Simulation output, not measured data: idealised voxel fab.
process module | voxel self aligned contacts
cross-section cut | 250 nm wide | cells 5 nm
A cross-section is a grid of square cells, given in bands from the top down. A band is one or more rows of cells.
Each band's line starts with the height of the band's top and of its bottom, in nm. Then come its materials from left to right, each with its width in nm. One material with "throughout" fills the band from edge to edge. "air" is empty space.
Height 0 is the level under which the wafer as received is all one material. The lowest band goes on downwards, as in "0 down".
A width such as "30 to 40" changes by the same amount from each row of cells to the next, from the band's top row to its bottom row.
"no change" after a step means that no cell of the cross-section changed.
closed voids: empty space of 8 cells or more with no open way to the top, each as width x height at its distance from the left edge, in nm
after a step's settings: what the simulator itself notes on the step
overlay nm, on a step with a mask: how far to the right of its planned place the mask lay; to the left if negative
plan
1 op RECEIVE | material Si
2 op CONFORMAL_DEP | material SiO2 | thk nm 5
3 op DIRECTIONAL_DEP | material polySi | thk nm 25
4 op DIRECTIONAL_DEP | material SiN | thk nm 20
5 op DIRECTIONAL_DEP | material aC | thk nm 10
6 op PATTERN | tone cover | mask id GATE | material resist | width nm 35 | pitch nm 70 | thk nm 30 | overlay nm 0
7 op DIRECTIONAL_ETCH | etch materials aC | depth nm 10
8 op STRIP | etch materials resist
9 op DIRECTIONAL_ETCH | etch materials SiN | depth nm 20
10 op DIRECTIONAL_ETCH | etch materials polySi | depth nm 25
11 op STRIP | etch materials aC
12 op CONFORMAL_DEP | material SiN | thk nm 5
13 op DIRECTIONAL_ETCH | etch materials SiN | depth nm 5
14 op FILL_DEP | material SiO2 | thk nm 15
15 op CMP | height nm 60
16 op DIRECTIONAL_DEP | material aC | thk nm 10
17 op PATTERN | tone open | mask id CONTACT | material resist | width nm 55 | pitch nm 70 | thk nm 25 | overlay nm 0
18 op DIRECTIONAL_ETCH | etch materials aC | depth nm 10
19 op STRIP | etch materials resist
20 op DIRECTIONAL_ETCH | etch materials SiO2 | depth nm 60
21 op STRIP | etch materials aC
22 op CONFORMAL_DEP | material TiN | thk nm 5
23 op FILL_DEP | material Ru | thk nm 10
24 op CMP | height nm 60
25 op CONFORMAL_DEP | material SiN | thk nm 5
as received, after step 1
  0 down: Si throughout
  closed voids: none
first wafer at the end, as planned
  65 to 60: SiN throughout
  60 to 50: SiO2 60 | TiN 5 to 20 | Ru 45 to 15 | TiN 5 to 20 | SiO2 15 | TiN 5 to 20 | Ru 45 to 15 | TiN 5 to 20 | SiO2 65
  50 to 30: SiO2 30 | SiN 45 | TiN 5 | Ru 15 | TiN 5 | SiN 45 | TiN 5 | Ru 15 | TiN 5 | SiN 45 | SiO2 35
  30 to 5: SiO2 30 | SiN 5 | polySi 35 | SiN 5 | TiN 5 | Ru 15 | TiN 5 | SiN 5 | polySi 35 | SiN 5 | TiN 5 | Ru 15 | TiN 5 | SiN 5 | polySi 35 | SiN 5 | SiO2 35
  5 to 0: SiO2 75 | TiN 25 | SiO2 45 | TiN 25 | SiO2 80
  0 down: Si throughout
  closed voids: none
second wafer at the end: like start, like plan, one mistake
  65 to 60: SiN throughout
  60 to 55: SiO2 30 | SiN 45 | TiN 5 | Ru 15 | TiN 5 | SiN 45 | TiN 5 | Ru 15 | TiN 5 | SiN 45 | SiO2 35
  55 to 35: SiO2 30 | SiN 5 | polySi 35 | SiN 5 | TiN 5 | Ru 15 | TiN 5 | SiN 5 | polySi 35 | SiN 5 | TiN 5 | Ru 15 | TiN 5 | SiN 5 | polySi 35 | SiN 5 | SiO2 35
  35 to 30: SiO2 30 | SiN 5 | polySi 35 | SiN 5 | TiN 25 | SiN 5 | polySi 35 | SiN 5 | TiN 25 | SiN 5 | polySi 35 | SiN 5 | SiO2 35
  30 to 5: polySi throughout
  5 to 0: SiO2 throughout
  0 down: Si throughout
  closed voids: none
what went wrong: step 3 was run twice
at the end the second wafer has, in cells: 48 fewer of Ru | 81 fewer of SiN | 85 fewer of SiO2 | 36 fewer of TiN | 250 more of polySi
